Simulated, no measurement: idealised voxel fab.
Process module heading - voxel fin reveal
Section shown: cut. Width: 150 nm. Cell size: 5 nm, square.
Format of a cross-section: grid, square cells. Given as bands. Order: top down. Band: one or more rows of cells. Band: top height; bottom height; in nm. Then, left to right: material with width in nm, for each material. "throughout": a single material spanning edge to edge. "air": empty space. Heights from 0 (as-received wafer is one material below). Bottom band endless downward, as "top 0, no bottom". Top row gets the first number, bottom row gets the second, and each row in between changes by the same step: that is how a band width like "30 to 40" works. Step marked "changes: none"? Then no cell in the cross-section changed in it. "Entrapped voids" - sealed voids, min. 8 cells, no opening to top; format: width x height at distance (distance from left edge; nm throughout). Step line, after settings: the simulator's comment on this step. Regarding "overlay nm": on a step with a mask, it is the distance the mask lay to the right of its planned place; a negative value places it to the left.

Process steps - plan
1 RECEIVE [material Si]
2 CONFORMAL_DEP [material SiN] [thk nm 10]
3 DIRECTIONAL_DEP [material aC] [thk nm 15]
4 PATTERN [tone cover] [mask id FINS] [material resist] [width nm 15] [pitch nm 40] [thk nm 30] [overlay nm 0]
5 DIRECTIONAL_ETCH [etch materials aC] [depth nm 15]
6 STRIP [etch materials resist]
7 DIRECTIONAL_ETCH [etch materials SiN] [depth nm 10]
8 DIRECTIONAL_ETCH [etch materials Si] [depth nm 40]
9 STRIP [etch materials aC]
10 OXIDIZE [depth nm 5]
11 FILL_DEP [material SiO2] [thk nm 15]
12 CMP [height nm 10]
13 SELECTIVE_ETCH [etch materials SiO2] [depth nm 35]
14 STRIP [etch materials SiN]

Account of the first of two wafers, which was processed as intended

Wafer as received: cross-section following step 1
    top 0, no bottom  Si throughout
    Entrapped voids: none

The following cross-section depicts the wafer upon completion of step 2
    top 10, bottom 0  SiN throughout
    Below 0 it's all the same as before, nothing changed down there.

The following cross-section depicts the wafer upon completion of step 3
    top 25, bottom 10  aC throughout
    Below 10 it's all the same as before, nothing changed down there.

The following cross-section depicts the wafer upon completion of step 4
    top 55, bottom 25  air 25 nm, then resist 15 nm, then air 25 nm, then resist 15 nm, then air 25 nm, then resist 15 nm, then air 30 nm
    Below 25 it's all the same as before, nothing changed down there.

The following cross-section depicts the wafer upon completion of step 5
    top 40, bottom 25  air 25 nm, then resist 15 nm, then air 25 nm, then resist 15 nm, then air 25 nm, then resist 15 nm, then air 30 nm
    top 25, bottom 10  air 25 nm, then aC 15 nm, then air 25 nm, then aC 15 nm, then air 25 nm, then aC 15 nm, then air 30 nm
    Below 10 it's all the same as before, nothing changed down there.

The following cross-section depicts the wafer upon completion of step 6
    top 25, bottom 10  air 25 nm, then aC 15 nm, then air 25 nm, then aC 15 nm, then air 25 nm, then aC 15 nm, then air 30 nm
    Below 10 it's all the same as before, nothing changed down there.

The following cross-section depicts the wafer upon completion of step 7
    top 25, bottom 10  air 25 nm, then aC 15 nm, then air 25 nm, then aC 15 nm, then air 25 nm, then aC 15 nm, then air 30 nm
    top 10, bottom 0  air 25 nm, then SiN 15 nm, then air 25 nm, then SiN 15 nm, then air 25 nm, then SiN 15 nm, then air 30 nm
    Below 0 it's all the same as before, nothing changed down there.

The following cross-section depicts the wafer upon completion of step 8
    top 25, bottom 10  air 25 nm, then aC 15 nm, then air 25 nm, then aC 15 nm, then air 25 nm, then aC 15 nm, then air 30 nm
    top 10, bottom 0  air 25 nm, then SiN 15 nm, then air 25 nm, then SiN 15 nm, then air 25 nm, then SiN 15 nm, then air 30 nm
    top 0, bottom -40  air 25 nm, then Si 15 nm, then air 25 nm, then Si 15 nm, then air 25 nm, then Si 15 nm, then air 30 nm
    Below -40 it's all the same as before, nothing changed down there.

The following cross-section depicts the wafer upon completion of step 9
    top 10, bottom 0  air 25 nm, then SiN 15 nm, then air 25 nm, then SiN 15 nm, then air 25 nm, then SiN 15 nm, then air 30 nm
    Below 0 it's all the same as before, nothing changed down there.

The following cross-section depicts the wafer upon completion of step 10
    top 10, bottom 0  air 25 nm, then SiN 15 nm, then air 25 nm, then SiN 15 nm, then air 25 nm, then SiN 15 nm, then air 30 nm
    top 0, bottom -40  air 25 nm, then SiO2 5 nm, then Si 5 nm, then SiO2 5 nm, then air 25 nm, then SiO2 5 nm, then Si 5 nm, then SiO2 5 nm, then air 25 nm, then SiO2 5 nm, then Si 5 nm, then SiO2 5 nm, then air 30 nm
    top -40, bottom -45  SiO2 30 nm, then Si 5 nm, then SiO2 35 nm, then Si 5 nm, then SiO2 35 nm, then Si 5 nm, then SiO2 35 nm
    Below -45 it's all the same as before, nothing changed down there.

The following cross-section depicts the wafer upon completion of step 11
    top 25, bottom 10  SiO2 throughout
    top 10, bottom 0  SiO2 25 nm, then SiN 15 nm, then SiO2 25 nm, then SiN 15 nm, then SiO2 25 nm, then SiN 15 nm, then SiO2 30 nm
    top 0, bottom -45  SiO2 30 nm, then Si 5 nm, then SiO2 35 nm, then Si 5 nm, then SiO2 35 nm, then Si 5 nm, then SiO2 35 nm
    Below -45 it's all the same as before, nothing changed down there.

The following cross-section depicts the wafer upon completion of step 12
    top 10, bottom 0  SiO2 25 nm, then SiN 15 nm, then SiO2 25 nm, then SiN 15 nm, then SiO2 25 nm, then SiN 15 nm, then SiO2 30 nm
    Below 0 it's all the same as before, nothing changed down there.

The following cross-section depicts the wafer upon completion of step 13
    top 10, bottom 0  air 25 nm, then SiN 15 nm, then air 25 nm, then SiN 15 nm, then air 25 nm, then SiN 15 nm, then air 30 nm
    top 0, bottom -25  air 30 nm, then Si 5 nm, then air 35 nm, then Si 5 nm, then air 35 nm, then Si 5 nm, then air 35 nm
    Below -25 it's all the same as before, nothing changed down there.

The following cross-section depicts the wafer upon completion of step 14
    top 0, bottom -25  air 30 nm, then Si 5 nm, then air 35 nm, then Si 5 nm, then air 35 nm, then Si 5 nm, then air 35 nm
    Below -25 it's all the same as before, nothing changed down there.

Regarding the second of the two wafers: it shared the first wafer's starting condition and process plan, yet one error occurred during its execution. Its history coincides with that of the first wafer up to and including step 12

Cross-sectional view of the second wafer at the intended end time of process step 13
    top 10, bottom 0  air 25 nm, then SiN 15 nm, then air 25 nm, then SiN 15 nm, then air 25 nm, then SiN 15 nm, then air 30 nm
    top 0, bottom -45  air 30 nm, then Si 5 nm, then air 35 nm, then Si 5 nm, then air 35 nm, then Si 5 nm, then air 35 nm
    Below -45 it's all the same as before, nothing changed down there.

Cross-sectional view of the second wafer at the intended end time of process step 14
    top 0, bottom -45  air 30 nm, then Si 5 nm, then air 35 nm, then Si 5 nm, then air 35 nm, then Si 5 nm, then air 35 nm
    Below -45 it's all the same as before, nothing changed down there.
In executing the process, a mistake was made relative to the plan: yeah, plan step 13 got run twice
Final comparison by cell count, materials where the second wafer has more or fewer than the first: -108 SiO2
